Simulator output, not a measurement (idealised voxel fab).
process module | voxel self aligned vias
cross-section cut | 180 nm wide | cells 5 nm
A cross-section is a grid of square cells, given in bands from the top down. A band is one or more rows of cells.
Each band's line starts with the height of the band's top and of its bottom, in nm. Then come its materials from left to right, each with its width in nm. One material with "throughout" fills the band from edge to edge. "air" is empty space.
Height 0 is the level under which the wafer as received is all one material. The lowest band goes on downwards, as in "0 down".
A width such as "30 to 40" changes by the same amount from each row of cells to the next, from the band's top row to its bottom row.
"no change" after a step means that no cell of the cross-section changed.
closed voids: empty space of 8 cells or more with no open way to the top, each as width x height at its distance from the left edge, in nm
after a step's settings: what the simulator itself notes on the step
overlay nm, on a step with a mask: how far to the right of its planned place the mask lay; to the left if negative
plan
1 op RECEIVE | material Si
2 op CONFORMAL_DEP | material SiO2 | thk nm 10
3 op CONFORMAL_DEP | material SiCN | thk nm 5
4 op DIRECTIONAL_DEP | material lowk | thk nm 25
5 op DIRECTIONAL_DEP | material aC | thk nm 15
6 op PATTERN | tone open | mask id LINES | material resist | width nm 30 | pitch nm 55 | thk nm 30 | overlay nm 0
7 op DIRECTIONAL_ETCH | etch materials aC | depth nm 15
8 op STRIP | etch materials resist
9 op DIRECTIONAL_ETCH | etch materials lowk | depth nm 25
10 op STRIP | etch materials aC
11 op CONFORMAL_DEP | material TiN | thk nm 5
12 op FILL_DEP | material Ru | thk nm 5
13 op CMP | height nm 40
14 op SELECTIVE_ETCH | etch materials W Ru TiN | depth nm 10
15 op FILL_DEP | material SiN | thk nm 5
16 op CMP | height nm 40
17 op DIRECTIONAL_DEP | material lowk | thk nm 20
18 op DIRECTIONAL_DEP | material aC | thk nm 10
19 op PATTERN | tone open | mask id VIAS | material resist | width nm 40 | pitch nm 55 | thk nm 30 | overlay nm 0
20 op DIRECTIONAL_ETCH | etch materials aC | depth nm 10
21 op STRIP | etch materials resist
22 op DIRECTIONAL_ETCH | etch materials lowk | depth nm 20
23 op DIRECTIONAL_ETCH | etch materials SiN | depth nm 10
24 op STRIP | etch materials aC
25 op CONFORMAL_DEP | material TiN | thk nm 5
26 op FILL_DEP | material Cu | thk nm 5
27 op CMP | height nm 60
28 op CONFORMAL_DEP | material SiCN | thk nm 5
as received, after step 1
  0 down: Si throughout
  closed voids: none
first wafer at the end, as planned
  65 to 60: SiCN throughout
  60 to 45: lowk 40 | TiN 5 | Cu 30 | TiN 5 | lowk 15 | TiN 5 | Cu 30 | TiN 5 | lowk 45
  45 to 35: lowk 40 to 45 | TiN 10 to 5 | Cu 20 | TiN 10 to 5 | lowk 15 to 25 | TiN 10 to 5 | Cu 20 | TiN 10 to 5 | lowk 45 to 50
  35 to 30: lowk 45 | TiN 30 | lowk 25 | TiN 30 | lowk 50
  30 to 20: lowk 45 | TiN 5 | Ru 20 | TiN 5 | lowk 25 | TiN 5 | Ru 20 | TiN 5 | lowk 50
  20 to 15: lowk 45 | TiN 30 | lowk 25 | TiN 30 | lowk 50
  15 to 10: SiCN throughout
  10 to 0: SiO2 throughout
  0 down: Si throughout
  closed voids: none
second wafer at the end: like start, like plan, one mistake
  65 to 60: SiCN throughout
  60 to 45: lowk 40 | TiN 5 | Cu 30 | TiN 5 | lowk 15 | TiN 5 | Cu 30 | TiN 5 | lowk 45
  45 to 40: lowk 40 | TiN 5 | Cu 15 | TiN 20 | lowk 15 | TiN 5 | Cu 15 | TiN 20 | lowk 45
  40 to 35: lowk 35 | SiN 5 | TiN 5 | Cu 15 | TiN 5 | lowk 25 | SiN 5 | TiN 5 | Cu 15 | TiN 5 | lowk 60
  35 to 30: lowk 35 | SiN 5 | TiN 25 | lowk 25 | SiN 5 | TiN 25 | lowk 60
  30 to 20: lowk 35 | TiN 5 | Ru 20 | TiN 5 | lowk 25 | TiN 5 | Ru 20 | TiN 5 | lowk 60
  20 to 15: lowk 35 | TiN 30 | lowk 25 | TiN 30 | lowk 60
  15 to 10: SiCN throughout
  10 to 0: SiO2 throughout
  0 down: Si throughout
  closed voids: none
what went wrong: step 6 ran as: op PATTERN | tone open | mask id LINES | material resist | width nm 30 | pitch nm 55 | thk nm 30 | overlay nm -10
at the end the second wafer has, in cells: 4 fewer of Cu | 4 more of SiN
